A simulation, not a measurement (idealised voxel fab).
Process module, titled voxel air gaps
280 nm wide, 5 nm square cells: that's cross-section cut.
The cross-sections in this document take the form of a grid made of square cells. They are written out as bands, in order from top to bottom. Each band consists of one or more rows of cells. Quick guide to a band line: top height, bottom height (nm) up front; then every material left to right with its width in nm. Only one material and it's marked "edge to edge"? Then it fills the band edge to edge. And "blank" just means empty space. Heights from 0 (as-received wafer is one material below). Bottom band endless downward, as "0 -> down". Width "30->40": first value at the band's top row of cells, second value at its bottom row, equal change from row to row. It should be understood that the words "no modification", when stated for a given step, signify that the cross-section underwent no change in any of its cells during that step. So "Sealed voids" is basically the list of trapped voids: any empty space of 8 cells or more that can't reach the top through an opening. They're written width x height at distance, the distance being from the left edge, and it's all nm. after a step's settings: what the simulator itself notes on the step. overlay nm: on a step with a mask, how far right of its planned place the mask lay; negative means left.

THE PLANNED PROCESS STEPS ARE ENUMERATED HEREUNDER
1. RECEIVE (material Si)
2. CONFORMAL_DEP (material SiO2; thk nm 15)
3. CONFORMAL_DEP (material SiCN; thk nm 5)
4. DIRECTIONAL_DEP (material lowk; thk nm 30)
5. DIRECTIONAL_DEP (material aC; thk nm 15)
6. PATTERN (tone open; mask id LINES; material resist; width nm 20; pitch nm 50; thk nm 30; overlay nm 0)
7. DIRECTIONAL_ETCH (etch materials aC; depth nm 15)
8. STRIP (etch materials resist)
9. DIRECTIONAL_ETCH (etch materials lowk; depth nm 30)
10. STRIP (etch materials aC)
11. CONFORMAL_DEP (material TiN; thk nm 5)
12. FILL_DEP (material Cu; thk nm 5)
13. CMP (height nm 50)
14. EPI (material Ru; thk nm 10)
15. SELECTIVE_ETCH (etch materials lowk; depth nm 40)
16. CONFORMAL_DEP (material SiCN; thk nm 5)
Every wafer here starts from the same state; it is the step 11 thk nm that distinguishes them, and the value the plan gives belongs to the first wafer.

FIRST OF SEVERAL WAFERS, RECEIVED AFTER STEP 1, IN CROSS-SECTION
0 -> down  Si edge to edge
Sealed voids: none

WAFER ROWS, END OF MODULE: CELLS PER MATERIAL GAINED (+) OR LOST (-) SINCE RECEIPT; CLOSED VOIDS LAST
thk nm 5 | +40 Cu | +64 Ru | +208 SiCN | +168 SiO2 | +56 TiN | Sealed voids: 20 x 20 at 80; 20 x 20 at 130; 20 x 20 at 180
thk nm 10 | +64 Ru | +208 SiCN | +168 SiO2 | +96 TiN | Sealed voids: 20 x 20 at 80; 20 x 20 at 130; 20 x 20 at 180
thk nm 15 | +64 Ru | +208 SiCN | +168 SiO2 | +96 TiN | Sealed voids: 20 x 20 at 80; 20 x 20 at 130; 20 x 20 at 180
thk nm 20 | +64 Ru | +208 SiCN | +168 SiO2 | +96 TiN | Sealed voids: 20 x 20 at 80; 20 x 20 at 130; 20 x 20 at 180
